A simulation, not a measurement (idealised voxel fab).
Module name: voxel self aligned contacts (process module)
We display cut, a cross-section 200 nm in width whose square cells are each 5 nm.
Think of the cross-section as a grid of square cells. We describe it in bands, top to bottom, and each band covers one or more rows of those cells.
Band entry format. Leading values: height of top, height of bottom, nm. Remainder: materials in left-to-right order, each with its width in nm. Special words: "throughout" on a single material, which then fills the band edge to edge; "blank", empty space.
Basically, 0 is our baseline, since under it the wafer straight out of the box is all one material. The bottom band has no lower end and keeps on going down, so it looks like "z 0 and below".
Graded width ("30->40"): value in top row of band = first number; value in bottom row = second number; row-to-row change constant.
A step reported as "remains unaltered" is a step in which no cell of the cross-section changed.
If an empty space has no open way to the top and is at least 8 cells in size, "Closed voids list" lists it, written width x height at distance, where distance is measured from the left edge and every value is in nm.
Whatever follows a step's settings on its line is a remark the simulator itself makes about that step.
Regarding "overlay nm": on a step with a mask, it is the distance the mask lay to the right of its planned place; a negative value places it to the left.
# This section lists the process steps that were planned
1) RECEIVE [material Si]
2) OXIDIZE [depth nm 5]
3) DIRECTIONAL_DEP [material polySi] [thk nm 25]
4) DIRECTIONAL_DEP [material SiN] [thk nm 20]
5) DIRECTIONAL_DEP [material aC] [thk nm 10]
6) PATTERN [tone cover] [mask id GATE] [material resist] [width nm 30] [pitch nm 65] [thk nm 30] [overlay nm 0]
7) DIRECTIONAL_ETCH [etch materials aC] [depth nm 10]
8) STRIP [etch materials resist]
9) DIRECTIONAL_ETCH [etch materials SiN] [depth nm 20]
10) DIRECTIONAL_ETCH [etch materials polySi] [depth nm 25]
11) STRIP [etch materials aC]
12) CONFORMAL_DEP [material SiN] [thk nm 10]
13) DIRECTIONAL_ETCH [etch materials SiN] [depth nm 10]
14) FILL_DEP [material SiO2] [thk nm 15]
15) CMP [height nm 55]
16) DIRECTIONAL_DEP [material aC] [thk nm 15]
17) PATTERN [tone open] [mask id CONTACT] [material resist] [width nm 45] [thk nm 30] [overlay nm 0]
18) DIRECTIONAL_ETCH [etch materials aC] [depth nm 15]
19) STRIP [etch materials resist]
20) DIRECTIONAL_ETCH [etch materials SiO2] [depth nm 60]
21) STRIP [etch materials aC]
22) CONFORMAL_DEP [material TiN] [thk nm 5]
23) FILL_DEP [material Ru] [thk nm 5]
24) CMP [height nm 45]
25) CONFORMAL_DEP [material SiCN] [thk nm 5]
Heads up: all these wafers start the same, and what changes between them is the height nm in step 24. The value you see in the plan is just what the first wafer got.
# Cross-section, first of several wafers, as delivered after step 1
  z 0 and below = Si throughout
  Closed voids list: none
# Here is the cross-section of the first of several wafers at the end of the module, after its last step, step 25
  z 50 to 45 = SiCN throughout
  z 45 to 25 = 40 SiO2, then 50 SiN, then 5 TiN, then 5 Ru, then 5 TiN, then 50 SiN, then 45 SiO2
  z 25 to 0 = 40 SiO2, then 10 SiN, then 30 polySi, then 10 SiN, then 5 TiN, then 5 Ru, then 5 TiN, then 10 SiN, then 30 polySi, then 10 SiN, then 45 SiO2
  z 0 to -5 = 90 SiO2, then 15 TiN, then 95 SiO2
  z -5 and below = Si throughout
  Closed voids list: none
# The module's end: a cross-section of the last wafer
  z 70 to 65 = SiCN throughout
  z 65 to 60 = Ru throughout
  z 60 to 55 = 80 TiN, then 35 Ru, then 85 TiN
  z 55 to 45 = 75 SiO2, then 5->20 TiN, then 35->5 Ru, then 5->20 TiN, then 80 SiO2
  z 45 to 25 = 40 SiO2, then 50 SiN, then 5 TiN, then 5 Ru, then 5 TiN, then 50 SiN, then 45 SiO2
  z 25 to 0 = 40 SiO2, then 10 SiN, then 30 polySi, then 10 SiN, then 5 TiN, then 5 Ru, then 5 TiN, then 10 SiN, then 30 polySi, then 10 SiN, then 45 SiO2
  z 0 to -5 = 90 SiO2, then 15 TiN, then 95 SiO2
  z -5 and below = Si throughout
  Closed voids list: none
# Tabulated below, wafer by wafer, are the end-of-module results: for each material, the number of cells gained (+) or lost (-) relative to the as-received state, followed by the closed voids
height nm 45; +9 Ru; -40 Si; +40 SiCN; +120 SiN; +190 SiO2; +21 TiN; +60 polySi; Closed voids list: none
height nm 50; +10 Ru; -40 Si; +40 SiCN; +120 SiN; +221 SiO2; +29 TiN; +60 polySi; Closed voids list: none
height nm 55; +17 Ru; -40 Si; +40 SiCN; +120 SiN; +252 SiO2; +31 TiN; +60 polySi; Closed voids list: none
height nm 60; +24 Ru; -40 Si; +40 SiCN; +120 SiN; +252 SiO2; +64 TiN; +60 polySi; Closed voids list: none
height nm 65; +64 Ru; -40 Si; +40 SiCN; +120 SiN; +252 SiO2; +64 TiN; +60 polySi; Closed voids list: none
